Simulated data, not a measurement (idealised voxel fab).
process module | voxel wiring stack
cross-section cut | 300 nm wide | cells 5 nm
A cross-section is a grid of square cells, given in bands from the top down. A band is one or more rows of cells.
Each band's line starts with the height of the band's top and of its bottom, in nm. Then come its materials from left to right, each with its width in nm. One material with "throughout" fills the band from edge to edge. "air" is empty space.
Height 0 is the level under which the wafer as received is all one material. The lowest band goes on downwards, as in "0 down".
A width such as "30 to 40" changes by the same amount from each row of cells to the next, from the band's top row to its bottom row.
"no change" after a step means that no cell of the cross-section changed.
closed voids: empty space of 8 cells or more with no open way to the top, each as width x height at its distance from the left edge, in nm
after a step's settings: what the simulator itself notes on the step
overlay nm, on a step with a mask: how far to the right of its planned place the mask lay; to the left if negative
Each pair below shows a cross-section before one step and the cross-section after it, down to the lowest band that changed. The line under each pair gives the step between them, with its settings. The pairs can come from different runs of this module on the same starting wafer, so a pair continues from the pair above only where its "before" says so.
before
  170 to 160: aC 80 | air 15 | aC 40 | air 15 | aC 40 | air 15 | aC 95
  160 to 140: SiO2 throughout
  140 to 135: SiCN throughout
  135 to 115: Ru 75 | TiN 5 | lowk 30 | TiN 5 | Ru 15 | TiN 5 | lowk 30 | TiN 5 | Ru 15 | TiN 5 | lowk 30 | TiN 5 | Ru 75
  115 to 110: TiN 80 | SiCN 30 | TiN 25 | SiCN 30 | TiN 25 | SiCN 30 | TiN 80
  110 to 90: SiO2 80 | TiN 5 | Ru 5 | TiN 5 | SiO2 40 | TiN 5 | Ru 5 | TiN 5 | SiO2 40 | TiN 5 | Ru 5 | TiN 5 | SiO2 95
  90 to 85: SiCN 80 | TiN 15 | SiCN 40 | TiN 15 | SiCN 40 | TiN 15 | SiCN 95
  85 to 70: SiO2 75 | SiCN 5 | Ru 30 | SiCN 5 | SiO2 15 | SiCN 5 | Ru 30 | SiCN 5 | SiO2 15 | SiCN 5 | Ru 30 | SiCN 5 | SiO2 75
  70 to 65: SiCN 80 | TiN 30 | SiCN 25 | TiN 30 | SiCN 25 | TiN 30 | SiCN 80
  65 to 50: lowk 80 | Ru 15 | lowk 40 | Ru 15 | lowk 40 | Ru 15 | lowk 95
  50 to 45: SiCN 80 | Ru 15 | SiCN 40 | Ru 15 | SiCN 40 | Ru 15 | SiCN 95
  45 to 20: lowk 80 | TiN 5 | Cu 20 | TiN 5 | lowk 25 | TiN 5 | Cu 20 | TiN 5 | lowk 25 | TiN 5 | Cu 20 | TiN 5 | lowk 80
  20 to 15: SiN 80 | TiN 30 | SiN 25 | TiN 30 | SiN 25 | TiN 30 | SiN 80
  15 to 0: SiO2 throughout
  0 down: Si throughout
  closed voids: none
after
  170 to 160: aC 80 | air 15 | aC 40 | air 15 | aC 40 | air 15 | aC 95
  160 to 140: SiO2 80 | air 15 | SiO2 40 | air 15 | SiO2 40 | air 15 | SiO2 95
  below 140: unchanged
  closed voids: none
the step between: op DIRECTIONAL_ETCH | etch materials SiO2 | depth nm 20
before: the cross-section after the pair above
after
  170 to 160: aC 80 | air 15 | aC 40 | air 15 | aC 40 | air 15 | aC 95
  160 to 140: SiO2 80 | air 15 | SiO2 40 | air 15 | SiO2 40 | air 15 | SiO2 95
  140 to 135: SiCN 80 | air 15 | SiCN 40 | air 15 | SiCN 40 | air 15 | SiCN 95
  below 135: unchanged
  closed voids: none
the step between: op DIRECTIONAL_ETCH | etch materials SiCN | depth nm 5
before: the cross-section after the pair above
after
  160 to 140: SiO2 80 | air 15 | SiO2 40 | air 15 | SiO2 40 | air 15 | SiO2 95
  below 140: unchanged
  closed voids: none
the step between: op STRIP | etch materials aC
before: the cross-section after the pair above
after
  165 to 160: TiN 85 | air 5 | TiN 50 | air 5 | TiN 50 | air 5 | TiN 100
  160 to 140: SiO2 80 | TiN 5 | air 5 | TiN 5 | SiO2 40 | TiN 5 | air 5 | TiN 5 | SiO2 40 | TiN 5 | air 5 | TiN 5 | SiO2 95
  140 to 135: SiCN 80 | TiN 15 | SiCN 40 | TiN 15 | SiCN 40 | TiN 15 | SiCN 95
  below 135: unchanged
  closed voids: none
the step between: op CONFORMAL_DEP | material TiN | thk nm 5
before: the cross-section after the pair above
after
  170 to 165: W throughout
  165 to 160: TiN 85 | W 5 | TiN 50 | W 5 | TiN 50 | W 5 | TiN 100
  160 to 140: SiO2 80 | TiN 5 | W 5 | TiN 5 | SiO2 40 | TiN 5 | W 5 | TiN 5 | SiO2 40 | TiN 5 | W 5 | TiN 5 | SiO2 95
  below 140: unchanged
  closed voids: none
the step between: op FILL_DEP | material W | thk nm 5
before: the cross-section after the pair above
after
  160 to 140: SiO2 80 | TiN 5 | W 5 | TiN 5 | SiO2 40 | TiN 5 | W 5 | TiN 5 | SiO2 40 | TiN 5 | W 5 | TiN 5 | SiO2 95
  below 140: unchanged
  closed voids: none
the step between: op CMP | height nm 160
before: the cross-section after the pair above
after
  165 to 160: SiCN throughout
  below 160: unchanged
  closed voids: none
the step between: op CONFORMAL_DEP | material SiCN | thk nm 5
before: the cross-section after the pair above
after
  180 to 165: SiO2 throughout
  below 165: unchanged
  closed voids: none
the step between: op DIRECTIONAL_DEP | material SiO2 | thk nm 15
before: the cross-section after the pair above
after
  180 to 165: SiO2 80 | air 30 | SiO2 25 | air 30 | SiO2 25 | air 30 | SiO2 80
  below 165: unchanged
  closed voids: none
the step between: op MASKED_ETCH | tone open | mask id METAL_4 | width nm 30 | pitch nm 55 | etch materials SiO2 | depth nm 15 | overlay nm 0
before: the cross-section after the pair above
after
  180 to 165: SiO2 80 | air 30 | SiO2 25 | air 30 | SiO2 25 | air 30 | SiO2 80
  165 to 160: SiCN 80 | air 30 | SiCN 25 | air 30 | SiCN 25 | air 30 | SiCN 80
  below 160: unchanged
  closed voids: none
the step between: op MASKED_ETCH | tone open | mask id METAL_4 | width nm 30 | pitch nm 55 | etch materials SiCN | depth nm 5 | overlay nm 0
before: the cross-section after the pair above
after
  185 to 180: TiN 85 | air 20 | TiN 35 | air 20 | TiN 35 | air 20 | TiN 85
  180 to 165: SiO2 80 | TiN 5 | air 20 | TiN 5 | SiO2 25 | TiN 5 | air 20 | TiN 5 | SiO2 25 | TiN 5 | air 20 | TiN 5 | SiO2 80
  165 to 160: SiCN 80 | TiN 30 | SiCN 25 | TiN 30 | SiCN 25 | TiN 30 | SiCN 80
  below 160: unchanged
  closed voids: none
the step between: op CONFORMAL_DEP | material TiN | thk nm 5
before: the cross-section after the pair above
after
  190 to 185: Ru throughout
  185 to 180: TiN 85 | Ru 20 | TiN 35 | Ru 20 | TiN 35 | Ru 20 | TiN 85
  180 to 165: SiO2 80 | TiN 5 | Ru 20 | TiN 5 | SiO2 25 | TiN 5 | Ru 20 | TiN 5 | SiO2 25 | TiN 5 | Ru 20 | TiN 5 | SiO2 80
  below 165: unchanged
  closed voids: none
the step between: op FILL_DEP | material Ru | thk nm 5
before: the cross-section after the pair above
after
  180 to 165: SiO2 80 | TiN 5 | Ru 20 | TiN 5 | SiO2 25 | TiN 5 | Ru 20 | TiN 5 | SiO2 25 | TiN 5 | Ru 20 | TiN 5 | SiO2 80
  below 165: unchanged
  closed voids: none
the step between: op CMP | height nm 180
before: the cross-section after the pair above
after
  185 to 180: air 75 | Ru 40 | air 15 | Ru 40 | air 15 | Ru 40 | air 75
  below 180: unchanged
  closed voids: none
the step between: op EPI | material Ru | thk nm 5
before: the cross-section after the pair above
after
  190 to 185: SiCN throughout
  185 to 180: SiCN 75 | Ru 40 | SiCN 15 | Ru 40 | SiCN 15 | Ru 40 | SiCN 75
  below 180: unchanged
  closed voids: none
the step between: op FILL_DEP | material SiCN | thk nm 5
